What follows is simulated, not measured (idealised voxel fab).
The document below concerns the process module designated voxel wiring stack.
We display cut, a cross-section 200 nm in width whose square cells are each 5 nm.
When this document writes out a cross-section, it uses a grid of square cells and lists it as bands, beginning at the top and moving down, with a band standing for one or more rows of cells. Band: top height; bottom height; in nm. Then, left to right: material with width in nm, for each material. "throughout": a single material spanning edge to edge. "empty": empty space. We count height from 0. Below that, the starting wafer is all one material. The lowest band never ends at the bottom but goes on down; see "0 nm and below" for how that is written. The two numbers in a width such as "30 to 40" mark its ends across the band: the first belongs to the top row of cells, the second to the bottom row, and from each row to the next the width moves by the same amount. Where a step carries "stayed the same", the cross-section came out of it unchanged, cell for cell. For the entry "Non-vented voids", the listed items are empty spaces with no open way to the top whose size is 8 cells or more; each item follows the pattern width x height at distance, where distance is from the left edge and all three are in nm. Where a step's line continues beyond its settings, the continuation is a remark by the simulator itself on that step. The "overlay nm" setting may appear on a step's line; for a step that uses a mask, it gives how far to the right of its planned position the mask lay, and a negative value indicates the left.

## The steps planned for the process are as follows
step 1: op RECEIVE | material Si
step 2: op CONFORMAL_DEP | material SiO2 | thk nm 15
step 3: op CONFORMAL_DEP | material SiCN | thk nm 5
step 4: op DIRECTIONAL_DEP | material lowk | thk nm 20
step 5: op DIRECTIONAL_DEP | material aC | thk nm 10
step 6: op PATTERN | tone open | mask id METAL_1 | material resist | width nm 25 | pitch nm 40 | thk nm 25 | overlay nm 0
step 7: op DIRECTIONAL_ETCH | etch materials aC | depth nm 10
step 8: op STRIP | etch materials resist
step 9: op DIRECTIONAL_ETCH | etch materials lowk | depth nm 20
step 10: op DIRECTIONAL_ETCH | etch materials SiCN | depth nm 5
step 11: op STRIP | etch materials aC
step 12: op CONFORMAL_DEP | material TiN | thk nm 5
step 13: op FILL_DEP | material Ru | thk nm 10
step 14: op CMP | height nm 40
step 15: op CONFORMAL_DEP | material SiCN | thk nm 5
step 16: op DIRECTIONAL_DEP | material lowk | thk nm 35
step 17: op DIRECTIONAL_DEP | material aC | thk nm 15
step 18: op PATTERN | tone open | mask id METAL_2_HOLES | material resist | width nm 15 | pitch nm 40 | thk nm 30 | overlay nm 0
step 19: op DIRECTIONAL_ETCH | etch materials aC | depth nm 15
step 20: op STRIP | etch materials resist
step 21: op DIRECTIONAL_ETCH | etch materials lowk | depth nm 35
step 22: op STRIP | etch materials aC
step 23: op DIRECTIONAL_DEP | material aC | thk nm 10
step 24: op PATTERN | tone open | mask id METAL_2 | material resist | width nm 25 | pitch nm 40 | thk nm 25 | overlay nm 0
step 25: op DIRECTIONAL_ETCH | etch materials aC | depth nm 10
step 26: op STRIP | etch materials resist
step 27: op DIRECTIONAL_ETCH | etch materials lowk | depth nm 20
step 28: op DIRECTIONAL_ETCH | etch materials SiCN | depth nm 5
step 29: op STRIP | etch materials aC
step 30: op CONFORMAL_DEP | material TiN | thk nm 5
step 31: op FILL_DEP | material Cu | thk nm 5
step 32: op CMP | height nm 80
step 33: op CONFORMAL_DEP | material SiCN | thk nm 5
step 34: op DIRECTIONAL_DEP | material lowk | thk nm 10
step 35: op MASKED_ETCH | tone open | mask id PLUG_2 | width nm 15 | pitch nm 80 | etch materials lowk | depth nm 10 | overlay nm 0
step 36: op MASKED_ETCH | tone open | mask id PLUG_2 | width nm 15 | pitch nm 80 | etch materials SiCN | depth nm 5 | overlay nm 0
step 37: op CONFORMAL_DEP | material TiN | thk nm 5
step 38: op FILL_DEP | material W | thk nm 10
step 39: op CMP | height nm 95
step 40: op DIRECTIONAL_DEP | material TiN | thk nm 5
step 41: op DIRECTIONAL_DEP | material Ru | thk nm 25
step 42: op PATTERN | tone cover | mask id METAL_3 | material resist | width nm 25 | pitch nm 40 | thk nm 20 | overlay nm 0
step 43: op DIRECTIONAL_ETCH | etch materials Ru | depth nm 25
step 44: op DIRECTIONAL_ETCH | etch materials TiN | depth nm 5
step 45: op STRIP | etch materials resist
step 46: op FILL_DEP | material lowk | thk nm 10
step 47: op CMP | height nm 125
step 48: op CONFORMAL_DEP | material SiCN | thk nm 5

## Delivered wafer in cross-section: state after step 1
    0 nm and below  Si throughout
    Non-vented voids: none

## One mistake in running the module, otherwise start and plan as above: cross-section at the end
    130 nm to 125 nm  SiCN throughout
    125 nm to 100 nm  lowk 25, Ru 25, lowk 15, Ru 25, lowk 15, Ru 25, lowk 15, Ru 25, lowk 30
    100 nm to 95 nm  lowk 25, TiN 25, lowk 15, TiN 25, lowk 15, TiN 25, lowk 15, TiN 25, lowk 30
    95 nm to 85 nm  lowk 25, TiN 5, W 5, TiN 5, lowk 65, TiN 5, W 5, TiN 5, lowk 80
    85 nm to 80 nm  SiCN 25, TiN 15, SiCN 65, TiN 15, SiCN 80
    80 nm to 65 nm  lowk 25, TiN 5, Cu 15, TiN 5, lowk 15, TiN 5, Cu 15, TiN 5, lowk 15, TiN 5, Cu 15, TiN 5, lowk 15, TiN 5, Cu 15, TiN 5, lowk 30
    65 nm to 60 nm  lowk 25, TiN 5, Cu 5, TiN 15, lowk 15, TiN 5, Cu 5, TiN 15, lowk 15, TiN 5, Cu 5, TiN 15, lowk 15, TiN 5, Cu 5, TiN 15, lowk 30
    60 nm to 45 nm  lowk 25, TiN 5, Cu 5, TiN 5, lowk 25, TiN 5, Cu 5, TiN 5, lowk 25, TiN 5, Cu 5, TiN 5, lowk 25, TiN 5, Cu 5, TiN 5, lowk 40
    45 nm to 35 nm  SiCN 25, TiN 15 to 25, SiCN 25 to 15, TiN 15 to 25, SiCN 25 to 15, TiN 15 to 25, SiCN 25 to 15, TiN 15 to 25, SiCN 40 to 30
    35 nm to 15 nm  SiCN throughout
    15 nm to 0 nm  SiO2 throughout
    0 nm and below  Si throughout
    Non-vented voids: none
Error vs. plan: step 4 did not happen as planned, as run it was op DIRECTIONAL_DEP | material SiCN | thk nm 20
